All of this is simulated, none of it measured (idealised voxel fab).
process module | voxel wiring stack
cross-section cut | 240 nm wide | cells 5 nm
A cross-section is a grid of square cells, given in bands from the top down. A band is one or more rows of cells.
Each band's line starts with the height of the band's top and of its bottom, in nm. Then come its materials from left to right, each with its width in nm. One material with "throughout" fills the band from edge to edge. "air" is empty space.
Height 0 is the level under which the wafer as received is all one material. The lowest band goes on downwards, as in "0 down".
A width such as "30 to 40" changes by the same amount from each row of cells to the next, from the band's top row to its bottom row.
"no change" after a step means that no cell of the cross-section changed.
closed voids: empty space of 8 cells or more with no open way to the top, each as width x height at its distance from the left edge, in nm
after a step's settings: what the simulator itself notes on the step
overlay nm, on a step with a mask: how far to the right of its planned place the mask lay; to the left if negative
Each pair below shows a cross-section before one step and the cross-section after it, down to the lowest band that changed. The line under each pair gives the step between them, with its settings. The pairs can come from different runs of this module on the same starting wafer, so a pair continues from the pair above only where its "before" says so.
before
  45 to 40: TiN 40 | air 20 | TiN 25 | air 20 | TiN 25 | air 20 | TiN 25 | air 20 | TiN 45
  40 to 25: lowk 35 | TiN 5 | air 20 | TiN 5 | lowk 15 | TiN 5 | air 20 | TiN 5 | lowk 15 | TiN 5 | air 20 | TiN 5 | lowk 15 | TiN 5 | air 20 | TiN 5 | lowk 40
  25 to 20: lowk 35 | TiN 30 | lowk 15 | TiN 30 | lowk 15 | TiN 30 | lowk 15 | TiN 30 | lowk 40
  20 to 5: SiO2 throughout
  5 to 0: SiN throughout
  0 down: Si throughout
  closed voids: none
after
  50 to 45: Cu throughout
  45 to 40: TiN 40 | Cu 20 | TiN 25 | Cu 20 | TiN 25 | Cu 20 | TiN 25 | Cu 20 | TiN 45
  40 to 25: lowk 35 | TiN 5 | Cu 20 | TiN 5 | lowk 15 | TiN 5 | Cu 20 | TiN 5 | lowk 15 | TiN 5 | Cu 20 | TiN 5 | lowk 15 | TiN 5 | Cu 20 | TiN 5 | lowk 40
  below 25: unchanged
  closed voids: none
the step between: op FILL_DEP | material Cu | thk nm 5
before: the cross-section after the pair above
after
  40 to 25: lowk 35 | TiN 5 | Cu 20 | TiN 5 | lowk 15 | TiN 5 | Cu 20 | TiN 5 | lowk 15 | TiN 5 | Cu 20 | TiN 5 | lowk 15 | TiN 5 | Cu 20 | TiN 5 | lowk 40
  below 25: unchanged
  closed voids: none
the step between: op CMP | height nm 40
before: the cross-section after the pair above
after
  45 to 40: SiCN throughout
  below 40: unchanged
  closed voids: none
the step between: op CONFORMAL_DEP | material SiCN | thk nm 5
before: the cross-section after the pair above
after
  65 to 45: lowk throughout
  below 45: unchanged
  closed voids: none
the step between: op DIRECTIONAL_DEP | material lowk | thk nm 20
before: the cross-section after the pair above
after
  65 to 45: lowk 35 | air 15 | lowk 30 | air 15 | lowk 30 | air 15 | lowk 30 | air 15 | lowk 55
  below 45: unchanged
  closed voids: none
the step between: op MASKED_ETCH | tone open | mask id PLUG_1 | width nm 15 | pitch nm 45 | etch materials lowk | depth nm 20 | overlay nm 0
before: the cross-section after the pair above
after
  65 to 45: lowk 35 | air 15 | lowk 30 | air 15 | lowk 30 | air 15 | lowk 30 | air 15 | lowk 55
  45 to 40: SiCN 35 | air 15 | SiCN 30 | air 15 | SiCN 30 | air 15 | SiCN 30 | air 15 | SiCN 55
  below 40: unchanged
  closed voids: none
the step between: op MASKED_ETCH | tone open | mask id PLUG_1 | width nm 15 | pitch nm 45 | etch materials SiCN | depth nm 5 | overlay nm 0
before: the cross-section after the pair above
after
  70 to 65: TiN 40 | air 5 | TiN 40 | air 5 | TiN 40 | air 5 | TiN 40 | air 5 | TiN 60
  65 to 45: lowk 35 | TiN 5 | air 5 | TiN 5 | lowk 30 | TiN 5 | air 5 | TiN 5 | lowk 30 | TiN 5 | air 5 | TiN 5 | lowk 30 | TiN 5 | air 5 | TiN 5 | lowk 55
  45 to 40: SiCN 35 | TiN 15 | SiCN 30 | TiN 15 | SiCN 30 | TiN 15 | SiCN 30 | TiN 15 | SiCN 55
  below 40: unchanged
  closed voids: none
the step between: op CONFORMAL_DEP | material TiN | thk nm 5
before: the cross-section after the pair above
after
  75 to 70: Cu throughout
  70 to 65: TiN 40 | Cu 5 | TiN 40 | Cu 5 | TiN 40 | Cu 5 | TiN 40 | Cu 5 | TiN 60
  65 to 45: lowk 35 | TiN 5 | Cu 5 | TiN 5 | lowk 30 | TiN 5 | Cu 5 | TiN 5 | lowk 30 | TiN 5 | Cu 5 | TiN 5 | lowk 30 | TiN 5 | Cu 5 | TiN 5 | lowk 55
  below 45: unchanged
  closed voids: none
the step between: op FILL_DEP | material Cu | thk nm 5
before: the cross-section after the pair above
after
  65 to 45: lowk 35 | TiN 5 | Cu 5 | TiN 5 | lowk 30 | TiN 5 | Cu 5 | TiN 5 | lowk 30 | TiN 5 | Cu 5 | TiN 5 | lowk 30 | TiN 5 | Cu 5 | TiN 5 | lowk 55
  below 45: unchanged
  closed voids: none
the step between: op CMP | height nm 65
before: the cross-section after the pair above
after
  70 to 65: SiCN throughout
  below 65: unchanged
  closed voids: none
the step between: op CONFORMAL_DEP | material SiCN | thk nm 5
before: the cross-section after the pair above
after
  90 to 70: lowk throughout
  below 70: unchanged
  closed voids: none
the step between: op DIRECTIONAL_DEP | material lowk | thk nm 20
before: the cross-section after the pair above
after
  105 to 90: aC throughout
  below 90: unchanged
  closed voids: none
the step between: op DIRECTIONAL_DEP | material aC | thk nm 15
before: the cross-section after the pair above
after
  140 to 105: resist 35 | air 30 | resist 15 | air 30 | resist 15 | air 30 | resist 15 | air 30 | resist 40
  below 105: unchanged
  closed voids: none
the step between: op PATTERN | tone open | mask id METAL_2 | material resist | width nm 30 | pitch nm 45 | thk nm 35 | overlay nm 0
before: the cross-section after the pair above
after
  125 to 105: resist 35 | air 30 | resist 15 | air 30 | resist 15 | air 30 | resist 15 | air 30 | resist 40
  105 to 90: aC 35 | air 30 | aC 15 | air 30 | aC 15 | air 30 | aC 15 | air 30 | aC 40
  below 90: unchanged
  closed voids: none
the step between: op DIRECTIONAL_ETCH | etch materials aC | depth nm 15
before: the cross-section after the pair above
after
  105 to 90: aC 35 | air 30 | aC 15 | air 30 | aC 15 | air 30 | aC 15 | air 30 | aC 40
  below 90: unchanged
  closed voids: none
the step between: op STRIP | etch materials resist
before: the cross-section after the pair above
after
  105 to 90: aC 35 | air 30 | aC 15 | air 30 | aC 15 | air 30 | aC 15 | air 30 | aC 40
  90 to 70: lowk 35 | air 30 | lowk 15 | air 30 | lowk 15 | air 30 | lowk 15 | air 30 | lowk 40
  below 70: unchanged
  closed voids: none
the step between: op DIRECTIONAL_ETCH | etch materials lowk | depth nm 20
before: the cross-section after the pair above
after
  105 to 90: aC 35 | air 30 | aC 15 | air 30 | aC 15 | air 30 | aC 15 | air 30 | aC 40
  90 to 70: lowk 35 | air 30 | lowk 15 | air 30 | lowk 15 | air 30 | lowk 15 | air 30 | lowk 40
  70 to 65: SiCN 35 | air 30 | SiCN 15 | air 30 | SiCN 15 | air 30 | SiCN 15 | air 30 | SiCN 40
  below 65: unchanged
  closed voids: none
the step between: op DIRECTIONAL_ETCH | etch materials SiCN | depth nm 5
before: the cross-section after the pair above
after
  90 to 70: lowk 35 | air 30 | lowk 15 | air 30 | lowk 15 | air 30 | lowk 15 | air 30 | lowk 40
  below 70: unchanged
  closed voids: none
the step between: op STRIP | etch materials aC
before: the cross-section after the pair above
after
  95 to 90: TiN 40 | air 20 | TiN 25 | air 20 | TiN 25 | air 20 | TiN 25 | air 20 | TiN 45
  90 to 70: lowk 35 | TiN 5 | air 20 | TiN 5 | lowk 15 | TiN 5 | air 20 | TiN 5 | lowk 15 | TiN 5 | air 20 | TiN 5 | lowk 15 | TiN 5 | air 20 | TiN 5 | lowk 40
  70 to 65: SiCN 35 | TiN 30 | SiCN 15 | TiN 30 | SiCN 15 | TiN 30 | SiCN 15 | TiN 30 | SiCN 40
  below 65: unchanged
  closed voids: none
the step between: op CONFORMAL_DEP | material TiN | thk nm 5
before: the cross-section after the pair above
after
  100 to 95: W throughout
  95 to 90: TiN 40 | W 20 | TiN 25 | W 20 | TiN 25 | W 20 | TiN 25 | W 20 | TiN 45
  90 to 70: lowk 35 | TiN 5 | W 20 | TiN 5 | lowk 15 | TiN 5 | W 20 | TiN 5 | lowk 15 | TiN 5 | W 20 | TiN 5 | lowk 15 | TiN 5 | W 20 | TiN 5 | lowk 40
  below 70: unchanged
  closed voids: none
the step between: op FILL_DEP | material W | thk nm 5
before: the cross-section after the pair above
after
  90 to 70: lowk 35 | TiN 5 | W 20 | TiN 5 | lowk 15 | TiN 5 | W 20 | TiN 5 | lowk 15 | TiN 5 | W 20 | TiN 5 | lowk 15 | TiN 5 | W 20 | TiN 5 | lowk 40
  below 70: unchanged
  closed voids: none
the step between: op CMP | height nm 90
before: the cross-section after the pair above
after
  95 to 90: air 30 | Ru 40 | air 5 | Ru 40 | air 5 | Ru 40 | air 5 | Ru 40 | air 35
  below 90: unchanged
  closed voids: none
the step between: op EPI | material Ru | thk nm 5
before: the cross-section after the pair above
after
  100 to 95: SiCN throughout
  95 to 90: SiCN 30 | Ru 40 | SiCN 5 | Ru 40 | SiCN 5 | Ru 40 | SiCN 5 | Ru 40 | SiCN 35
  below 90: unchanged
  closed voids: none
the step between: op FILL_DEP | material SiCN | thk nm 5
before: the cross-section after the pair above
after
  135 to 100: lowk throughout
  below 100: unchanged
  closed voids: none
the step between: op DIRECTIONAL_DEP | material lowk | thk nm 35
before: the cross-section after the pair above
after
  155 to 135: resist 35 | air 30 | resist 15 | air 30 | resist 15 | air 30 | resist 15 | air 30 | resist 40
  below 135: unchanged
  closed voids: none
the step between: op PATTERN | tone open | mask id METAL_3 | material resist | width nm 30 | pitch nm 45 | thk nm 20 | overlay nm 0
before: the cross-section after the pair above
after
  155 to 135: resist 35 | air 30 | resist 15 | air 30 | resist 15 | air 30 | resist 15 | air 30 | resist 40
  135 to 115: lowk 35 | air 30 | lowk 15 | air 30 | lowk 15 | air 30 | lowk 15 | air 30 | lowk 40
  below 115: unchanged
  closed voids: none
the step between: op DIRECTIONAL_ETCH | etch materials lowk | depth nm 20
before: the cross-section after the pair above
after
  135 to 115: lowk 35 | air 30 | lowk 15 | air 30 | lowk 15 | air 30 | lowk 15 | air 30 | lowk 40
  below 115: unchanged
  closed voids: none
the step between: op STRIP | etch materials resist
before: the cross-section after the pair above
after
  135 to 115: lowk 35 | air 30 | lowk 15 | air 30 | lowk 15 | air 30 | lowk 15 | air 30 | lowk 40
  115 to 100: lowk 35 | air 15 | lowk 30 | air 15 | lowk 30 | air 15 | lowk 30 | air 15 | lowk 55
  below 100: unchanged
  closed voids: none
the step between: op MASKED_ETCH | tone open | mask id METAL_3_HOLES | width nm 15 | pitch nm 45 | etch materials lowk | depth nm 15 | overlay nm 0
before: the cross-section after the pair above
after
  135 to 115: lowk 35 | air 30 | lowk 15 | air 30 | lowk 15 | air 30 | lowk 15 | air 30 | lowk 40
  115 to 100: lowk 35 | air 15 | lowk 30 | air 15 | lowk 30 | air 15 | lowk 30 | air 15 | lowk 55
  100 to 95: SiCN 35 | air 15 | SiCN 30 | air 15 | SiCN 30 | air 15 | SiCN 30 | air 15 | SiCN 55
  below 95: unchanged
  closed voids: none
the step between: op MASKED_ETCH | tone open | mask id METAL_3_HOLES | width nm 15 | pitch nm 45 | etch materials SiCN | depth nm 5 | overlay nm 0
before: the cross-section after the pair above
after
  140 to 135: TiN 40 | air 20 | TiN 25 | air 20 | TiN 25 | air 20 | TiN 25 | air 20 | TiN 45
  135 to 120: lowk 35 | TiN 5 | air 20 | TiN 5 | lowk 15 | TiN 5 | air 20 | TiN 5 | lowk 15 | TiN 5 | air 20 | TiN 5 | lowk 15 | TiN 5 | air 20 | TiN 5 | lowk 40
  120 to 115: lowk 35 | TiN 5 | air 5 | TiN 20 | lowk 15 | TiN 5 | air 5 | TiN 20 | lowk 15 | TiN 5 | air 5 | TiN 20 | lowk 15 | TiN 5 | air 5 | TiN 20 | lowk 40
  115 to 100: lowk 35 | TiN 5 | air 5 | TiN 5 | lowk 30 | TiN 5 | air 5 | TiN 5 | lowk 30 | TiN 5 | air 5 | TiN 5 | lowk 30 | TiN 5 | air 5 | TiN 5 | lowk 55
  100 to 95: SiCN 35 | TiN 15 | SiCN 30 | TiN 15 | SiCN 30 | TiN 15 | SiCN 30 | TiN 15 | SiCN 55
  below 95: unchanged
  closed voids: none
the step between: op CONFORMAL_DEP | material TiN | thk nm 5
before: the cross-section after the pair above
after
  145 to 140: Cu throughout
  140 to 135: TiN 40 | Cu 20 | TiN 25 | Cu 20 | TiN 25 | Cu 20 | TiN 25 | Cu 20 | TiN 45
  135 to 120: lowk 35 | TiN 5 | Cu 20 | TiN 5 | lowk 15 | TiN 5 | Cu 20 | TiN 5 | lowk 15 | TiN 5 | Cu 20 | TiN 5 | lowk 15 | TiN 5 | Cu 20 | TiN 5 | lowk 40
  120 to 115: lowk 35 | TiN 5 | Cu 5 | TiN 20 | lowk 15 | TiN 5 | Cu 5 | TiN 20 | lowk 15 | TiN 5 | Cu 5 | TiN 20 | lowk 15 | TiN 5 | Cu 5 | TiN 20 | lowk 40
  115 to 100: lowk 35 | TiN 5 | Cu 5 | TiN 5 | lowk 30 | TiN 5 | Cu 5 | TiN 5 | lowk 30 | TiN 5 | Cu 5 | TiN 5 | lowk 30 | TiN 5 | Cu 5 | TiN 5 | lowk 55
  below 100: unchanged
  closed voids: none
the step between: op FILL_DEP | material Cu | thk nm 5
before: the cross-section after the pair above
after
  135 to 120: lowk 35 | TiN 5 | Cu 20 | TiN 5 | lowk 15 | TiN 5 | Cu 20 | TiN 5 | lowk 15 | TiN 5 | Cu 20 | TiN 5 | lowk 15 | TiN 5 | Cu 20 | TiN 5 | lowk 40
  below 120: unchanged
  closed voids: none
the step between: op CMP | height nm 135
before: the cross-section after the pair above
after
  140 to 135: SiCN throughout
  below 135: unchanged
  closed voids: none
the step between: op CONFORMAL_DEP | material SiCN | thk nm 5
before
  155 to 135: resist 35 | air 30 | resist 15 | air 30 | resist 15 | air 30 | resist 15 | air 30 | resist 40
  135 to 100: lowk throughout
  100 to 95: SiCN throughout
  95 to 90: SiCN 30 | Ru 40 | SiCN 5 | Ru 40 | SiCN 5 | Ru 40 | SiCN 5 | Ru 40 | SiCN 35
  90 to 70: lowk 35 | TiN 5 | W 20 | TiN 5 | lowk 15 | TiN 5 | W 20 | TiN 5 | lowk 15 | TiN 5 | W 20 | TiN 5 | lowk 15 | TiN 5 | W 20 | TiN 5 | lowk 40
  70 to 65: SiCN 35 | TiN 30 | SiCN 15 | TiN 30 | SiCN 15 | TiN 30 | SiCN 15 | TiN 30 | SiCN 40
  65 to 45: lowk 35 | TiN 5 | Cu 5 | TiN 5 | lowk 30 | TiN 5 | Cu 5 | TiN 5 | lowk 30 | TiN 5 | Cu 5 | TiN 5 | lowk 30 | TiN 5 | Cu 5 | TiN 5 | lowk 55
  45 to 40: SiCN 35 | TiN 15 | SiCN 30 | TiN 15 | SiCN 30 | TiN 15 | SiCN 30 | TiN 15 | SiCN 55
  40 to 20: lowk 35 | TiN 5 | Cu 20 | TiN 5 | lowk 15 | TiN 5 | Cu 20 | TiN 5 | lowk 15 | TiN 5 | Cu 20 | TiN 5 | lowk 15 | TiN 5 | Cu 20 | TiN 5 | lowk 40
  20 to 15: SiN 35 | TiN 30 | SiN 15 | TiN 30 | SiN 15 | TiN 30 | SiN 15 | TiN 30 | SiN 40
  15 to 0: SiO2 throughout
  0 down: Si throughout
  closed voids: none
after
  155 to 135: resist 35 | air 30 | resist 15 | air 30 | resist 15 | air 30 | resist 15 | air 30 | resist 40
  135 to 110: lowk 35 | air 30 | lowk 15 | air 30 | lowk 15 | air 30 | lowk 15 | air 30 | lowk 40
  below 110: unchanged
  closed voids: none
the step between: op DIRECTIONAL_ETCH | etch materials lowk | depth nm 25
before: the cross-section after the pair above
after
  135 to 110: lowk 35 | air 30 | lowk 15 | air 30 | lowk 15 | air 30 | lowk 15 | air 30 | lowk 40
  below 110: unchanged
  closed voids: none
the step between: op STRIP | etch materials resist
before: the cross-section after the pair above
after
  135 to 110: lowk 35 | air 30 | lowk 15 | air 30 | lowk 15 | air 30 | lowk 15 | air 30 | lowk 40
  110 to 100: lowk 35 | air 15 | lowk 30 | air 15 | lowk 30 | air 15 | lowk 30 | air 15 | lowk 55
  below 100: unchanged
  closed voids: none
the step between: op MASKED_ETCH | tone open | mask id METAL_3_HOLES | width nm 15 | pitch nm 45 | etch materials lowk | depth nm 15 | overlay nm 0
before: the cross-section after the pair above
after
  135 to 110: lowk 35 | air 30 | lowk 15 | air 30 | lowk 15 | air 30 | lowk 15 | air 30 | lowk 40
  110 to 100: lowk 35 | air 15 | lowk 30 | air 15 | lowk 30 | air 15 | lowk 30 | air 15 | lowk 55
  100 to 95: SiCN 35 | air 15 | SiCN 30 | air 15 | SiCN 30 | air 15 | SiCN 30 | air 15 | SiCN 55
  below 95: unchanged
  closed voids: none
the step between: op MASKED_ETCH | tone open | mask id METAL_3_HOLES | width nm 15 | pitch nm 45 | etch materials SiCN | depth nm 5 | overlay nm 0
before: the cross-section after the pair above
after
  140 to 135: TiN 40 | air 20 | TiN 25 | air 20 | TiN 25 | air 20 | TiN 25 | air 20 | TiN 45
  135 to 115: lowk 35 | TiN 5 | air 20 | TiN 5 | lowk 15 | TiN 5 | air 20 | TiN 5 | lowk 15 | TiN 5 | air 20 | TiN 5 | lowk 15 | TiN 5 | air 20 | TiN 5 | lowk 40
  115 to 110: lowk 35 | TiN 5 | air 5 | TiN 20 | lowk 15 | TiN 5 | air 5 | TiN 20 | lowk 15 | TiN 5 | air 5 | TiN 20 | lowk 15 | TiN 5 | air 5 | TiN 20 | lowk 40
  110 to 100: lowk 35 | TiN 5 | air 5 | TiN 5 | lowk 30 | TiN 5 | air 5 | TiN 5 | lowk 30 | TiN 5 | air 5 | TiN 5 | lowk 30 | TiN 5 | air 5 | TiN 5 | lowk 55
  100 to 95: SiCN 35 | TiN 15 | SiCN 30 | TiN 15 | SiCN 30 | TiN 15 | SiCN 30 | TiN 15 | SiCN 55
  below 95: unchanged
  closed voids: none
the step between: op CONFORMAL_DEP | material TiN | thk nm 5
before: the cross-section after the pair above
after
  145 to 140: Cu throughout
  140 to 135: TiN 40 | Cu 20 | TiN 25 | Cu 20 | TiN 25 | Cu 20 | TiN 25 | Cu 20 | TiN 45
  135 to 115: lowk 35 | TiN 5 | Cu 20 | TiN 5 | lowk 15 | TiN 5 | Cu 20 | TiN 5 | lowk 15 | TiN 5 | Cu 20 | TiN 5 | lowk 15 | TiN 5 | Cu 20 | TiN 5 | lowk 40
  115 to 110: lowk 35 | TiN 5 | Cu 5 | TiN 20 | lowk 15 | TiN 5 | Cu 5 | TiN 20 | lowk 15 | TiN 5 | Cu 5 | TiN 20 | lowk 15 | TiN 5 | Cu 5 | TiN 20 | lowk 40
  110 to 100: lowk 35 | TiN 5 | Cu 5 | TiN 5 | lowk 30 | TiN 5 | Cu 5 | TiN 5 | lowk 30 | TiN 5 | Cu 5 | TiN 5 | lowk 30 | TiN 5 | Cu 5 | TiN 5 | lowk 55
  below 100: unchanged
  closed voids: none
the step between: op FILL_DEP | material Cu | thk nm 5
before: the cross-section after the pair above
after
  135 to 115: lowk 35 | TiN 5 | Cu 20 | TiN 5 | lowk 15 | TiN 5 | Cu 20 | TiN 5 | lowk 15 | TiN 5 | Cu 20 | TiN 5 | lowk 15 | TiN 5 | Cu 20 | TiN 5 | lowk 40
  below 115: unchanged
  closed voids: none
the step between: op CMP | height nm 135
before: the cross-section after the pair above
after
  140 to 135: SiCN throughout
  below 135: unchanged
  closed voids: none
the step between: op CONFORMAL_DEP | material SiCN | thk nm 5
before
  135 to 100: lowk throughout
  100 to 95: SiCN throughout
  95 to 90: SiCN 30 | Ru 40 | SiCN 5 | Ru 40 | SiCN 5 | Ru 40 | SiCN 5 | Ru 40 | SiCN 35
  90 to 70: lowk 35 | TiN 5 | W 20 | TiN 5 | lowk 15 | TiN 5 | W 20 | TiN 5 | lowk 15 | TiN 5 | W 20 | TiN 5 | lowk 15 | TiN 5 | W 20 | TiN 5 | lowk 40
  70 to 65: SiCN 35 | TiN 30 | SiCN 15 | TiN 30 | SiCN 15 | TiN 30 | SiCN 15 | TiN 30 | SiCN 40
  65 to 45: lowk 35 | TiN 5 | Cu 5 | TiN 5 | lowk 30 | TiN 5 | Cu 5 | TiN 5 | lowk 30 | TiN 5 | Cu 5 | TiN 5 | lowk 30 | TiN 5 | Cu 5 | TiN 5 | lowk 55
  45 to 40: SiCN 35 | TiN 15 | SiCN 30 | TiN 15 | SiCN 30 | TiN 15 | SiCN 30 | TiN 15 | SiCN 55
  40 to 20: lowk 35 | TiN 5 | Cu 20 | TiN 5 | lowk 15 | TiN 5 | Cu 20 | TiN 5 | lowk 15 | TiN 5 | Cu 20 | TiN 5 | lowk 15 | TiN 5 | Cu 20 | TiN 5 | lowk 40
  20 to 15: SiN 35 | TiN 30 | SiN 15 | TiN 30 | SiN 15 | TiN 30 | SiN 15 | TiN 30 | SiN 40
  15 to 0: SiO2 throughout
  0 down: Si throughout
  closed voids: none
after
  155 to 135: resist 40 | air 25 | resist 20 | air 25 | resist 20 | air 25 | resist 20 | air 25 | resist 40
  below 135: unchanged
  closed voids: none
the step between: op PATTERN | tone open | mask id METAL_3 | material resist | width nm 25 | pitch nm 45 | thk nm 20 | overlay nm 0
before: the cross-section after the pair above
after
  155 to 135: resist 40 | air 25 | resist 20 | air 25 | resist 20 | air 25 | resist 20 | air 25 | resist 40
  135 to 115: lowk 40 | air 25 | lowk 20 | air 25 | lowk 20 | air 25 | lowk 20 | air 25 | lowk 40
  below 115: unchanged
  closed voids: none
the step between: op DIRECTIONAL_ETCH | etch materials lowk | depth nm 20
before: the cross-section after the pair above
after
  135 to 115: lowk 40 | air 25 | lowk 20 | air 25 | lowk 20 | air 25 | lowk 20 | air 25 | lowk 40
  below 115: unchanged
  closed voids: none
the step between: op STRIP | etch materials resist
before: the cross-section after the pair above
after
  135 to 120: lowk 35 | air 30 | lowk 15 | air 30 | lowk 15 | air 30 | lowk 15 | air 30 | lowk 40
  120 to 115: lowk 40 | air 25 | lowk 20 | air 25 | lowk 20 | air 25 | lowk 20 | air 25 | lowk 40
  115 to 100: lowk 40 | air 10 | lowk 35 | air 10 | lowk 35 | air 10 | lowk 35 | air 10 | lowk 55
  below 100: unchanged
  closed voids: none
the step between: op MASKED_ETCH | tone open | mask id METAL_3_HOLES | width nm 15 | pitch nm 45 | etch materials lowk | depth nm 15 | overlay nm 0
before: the cross-section after the pair above
after
  135 to 120: lowk 35 | air 30 | lowk 15 | air 30 | lowk 15 | air 30 | lowk 15 | air 30 | lowk 40
  120 to 115: lowk 40 | air 25 | lowk 20 | air 25 | lowk 20 | air 25 | lowk 20 | air 25 | lowk 40
  115 to 100: lowk 40 | air 10 | lowk 35 | air 10 | lowk 35 | air 10 | lowk 35 | air 10 | lowk 55
  100 to 95: SiCN 40 | air 10 | SiCN 35 | air 10 | SiCN 35 | air 10 | SiCN 35 | air 10 | SiCN 55
  below 95: unchanged
  closed voids: none
the step between: op MASKED_ETCH | tone open | mask id METAL_3_HOLES | width nm 15 | pitch nm 45 | etch materials SiCN | depth nm 5 | overlay nm 0
before: the cross-section after the pair above
after
  140 to 135: TiN 40 | air 20 | TiN 25 | air 20 | TiN 25 | air 20 | TiN 25 | air 20 | TiN 45
  135 to 125: lowk 35 | TiN 5 | air 20 | TiN 5 | lowk 15 | TiN 5 | air 20 | TiN 5 | lowk 15 | TiN 5 | air 20 | TiN 5 | lowk 15 | TiN 5 | air 20 | TiN 5 | lowk 40
  125 to 120: lowk 35 | TiN 10 | air 15 | TiN 5 | lowk 15 | TiN 10 | air 15 | TiN 5 | lowk 15 | TiN 10 | air 15 | TiN 5 | lowk 15 | TiN 10 | air 15 | TiN 5 | lowk 40
  120 to 115: lowk 40 | TiN 25 | lowk 20 | TiN 25 | lowk 20 | TiN 25 | lowk 20 | TiN 25 | lowk 40
  115 to 100: lowk 40 | TiN 10 | lowk 35 | TiN 10 | lowk 35 | TiN 10 | lowk 35 | TiN 10 | lowk 55
  100 to 95: SiCN 40 | TiN 10 | SiCN 35 | TiN 10 | SiCN 35 | TiN 10 | SiCN 35 | TiN 10 | SiCN 55
  below 95: unchanged
  closed voids: none
the step between: op CONFORMAL_DEP | material TiN | thk nm 5
before: the cross-section after the pair above
after
  145 to 140: Cu throughout
  140 to 135: TiN 40 | Cu 20 | TiN 25 | Cu 20 | TiN 25 | Cu 20 | TiN 25 | Cu 20 | TiN 45
  135 to 125: lowk 35 | TiN 5 | Cu 20 | TiN 5 | lowk 15 | TiN 5 | Cu 20 | TiN 5 | lowk 15 | TiN 5 | Cu 20 | TiN 5 | lowk 15 | TiN 5 | Cu 20 | TiN 5 | lowk 40
  125 to 120: lowk 35 | TiN 10 | Cu 15 | TiN 5 | lowk 15 | TiN 10 | Cu 15 | TiN 5 | lowk 15 | TiN 10 | Cu 15 | TiN 5 | lowk 15 | TiN 10 | Cu 15 | TiN 5 | lowk 40
  below 120: unchanged
  closed voids: none
the step between: op FILL_DEP | material Cu | thk nm 5
before: the cross-section after the pair above
after
  135 to 125: lowk 35 | TiN 5 | Cu 20 | TiN 5 | lowk 15 | TiN 5 | Cu 20 | TiN 5 | lowk 15 | TiN 5 | Cu 20 | TiN 5 | lowk 15 | TiN 5 | Cu 20 | TiN 5 | lowk 40
  below 125: unchanged
  closed voids: none
the step between: op CMP | height nm 135
before: the cross-section after the pair above
after
  140 to 135: SiCN throughout
  below 135: unchanged
  closed voids: none
the step between: op CONFORMAL_DEP | material SiCN | thk nm 5
before
  65 to 45: lowk 35 | air 15 | lowk 30 | air 15 | lowk 30 | air 15 | lowk 30 | air 15 | lowk 55
  45 to 40: SiCN throughout
  40 to 20: lowk 35 | TiN 5 | Cu 20 | TiN 5 | lowk 15 | TiN 5 | Cu 20 | TiN 5 | lowk 15 | TiN 5 | Cu 20 | TiN 5 | lowk 15 | TiN 5 | Cu 20 | TiN 5 | lowk 40
  20 to 15: SiN 35 | TiN 30 | SiN 15 | TiN 30 | SiN 15 | TiN 30 | SiN 15 | TiN 30 | SiN 40
  15 to 0: SiO2 throughout
  0 down: Si throughout
  closed voids: none
after
  65 to 45: lowk 35 | air 15 | lowk 30 | air 15 | lowk 30 | air 15 | lowk 30 | air 15 | lowk 55
  45 to 40: SiCN 40 | air 10 | SiCN 35 | air 10 | SiCN 35 | air 10 | SiCN 35 | air 10 | SiCN 55
  below 40: unchanged
  closed voids: none
the step between: op MASKED_ETCH | tone open | mask id PLUG_1 | width nm 15 | pitch nm 45 | etch materials SiCN | depth nm 5 | overlay nm 5
before: the cross-section after the pair above
after
  70 to 65: TiN 40 | air 5 | TiN 40 | air 5 | TiN 40 | air 5 | TiN 40 | air 5 | TiN 60
  65 to 50: lowk 35 | TiN 5 | air 5 | TiN 5 | lowk 30 | TiN 5 | air 5 | TiN 5 | lowk 30 | TiN 5 | air 5 | TiN 5 | lowk 30 | TiN 5 | air 5 | TiN 5 | lowk 55
  50 to 45: lowk 35 | TiN 15 | lowk 30 | TiN 15 | lowk 30 | TiN 15 | lowk 30 | TiN 15 | lowk 55
  45 to 40: SiCN 40 | TiN 10 | SiCN 35 | TiN 10 | SiCN 35 | TiN 10 | SiCN 35 | TiN 10 | SiCN 55
  below 40: unchanged
  closed voids: none
the step between: op CONFORMAL_DEP | material TiN | thk nm 5
before: the cross-section after the pair above
after
  75 to 70: Cu throughout
  70 to 65: TiN 40 | Cu 5 | TiN 40 | Cu 5 | TiN 40 | Cu 5 | TiN 40 | Cu 5 | TiN 60
  65 to 50: lowk 35 | TiN 5 | Cu 5 | TiN 5 | lowk 30 | TiN 5 | Cu 5 | TiN 5 | lowk 30 | TiN 5 | Cu 5 | TiN 5 | lowk 30 | TiN 5 | Cu 5 | TiN 5 | lowk 55
  below 50: unchanged
  closed voids: none
the step between: op FILL_DEP | material Cu | thk nm 5
before: the cross-section after the pair above
after
  65 to 50: lowk 35 | TiN 5 | Cu 5 | TiN 5 | lowk 30 | TiN 5 | Cu 5 | TiN 5 | lowk 30 | TiN 5 | Cu 5 | TiN 5 | lowk 30 | TiN 5 | Cu 5 | TiN 5 | lowk 55
  below 50: unchanged
  closed voids: none
the step between: op CMP | height nm 65
before: the cross-section after the pair above
after
  70 to 65: SiCN throughout
  below 65: unchanged
  closed voids: none
the step between: op CONFORMAL_DEP | material SiCN | thk nm 5
before: the cross-section after the pair above
after
  90 to 70: lowk throughout
  below 70: unchanged
  closed voids: none
the step between: op DIRECTIONAL_DEP | material lowk | thk nm 20
before: the cross-section after the pair above
after
  105 to 90: aC throughout
  below 90: unchanged
  closed voids: none
the step between: op DIRECTIONAL_DEP | material aC | thk nm 15
before: the cross-section after the pair above
after
  140 to 105: resist 35 | air 30 | resist 15 | air 30 | resist 15 | air 30 | resist 15 | air 30 | resist 40
  below 105: unchanged
  closed voids: none
the step between: op PATTERN | tone open | mask id METAL_2 | material resist | width nm 30 | pitch nm 45 | thk nm 35 | overlay nm 0
before: the cross-section after the pair above
after
  125 to 105: resist 35 | air 30 | resist 15 | air 30 | resist 15 | air 30 | resist 15 | air 30 | resist 40
  105 to 90: aC 35 | air 30 | aC 15 | air 30 | aC 15 | air 30 | aC 15 | air 30 | aC 40
  below 90: unchanged
  closed voids: none
the step between: op DIRECTIONAL_ETCH | etch materials aC | depth nm 15
before: the cross-section after the pair above
after
  105 to 90: aC 35 | air 30 | aC 15 | air 30 | aC 15 | air 30 | aC 15 | air 30 | aC 40
  below 90: unchanged
  closed voids: none
the step between: op STRIP | etch materials resist
before: the cross-section after the pair above
after
  105 to 90: aC 35 | air 30 | aC 15 | air 30 | aC 15 | air 30 | aC 15 | air 30 | aC 40
  90 to 70: lowk 35 | air 30 | lowk 15 | air 30 | lowk 15 | air 30 | lowk 15 | air 30 | lowk 40
  below 70: unchanged
  closed voids: none
the step between: op DIRECTIONAL_ETCH | etch materials lowk | depth nm 20
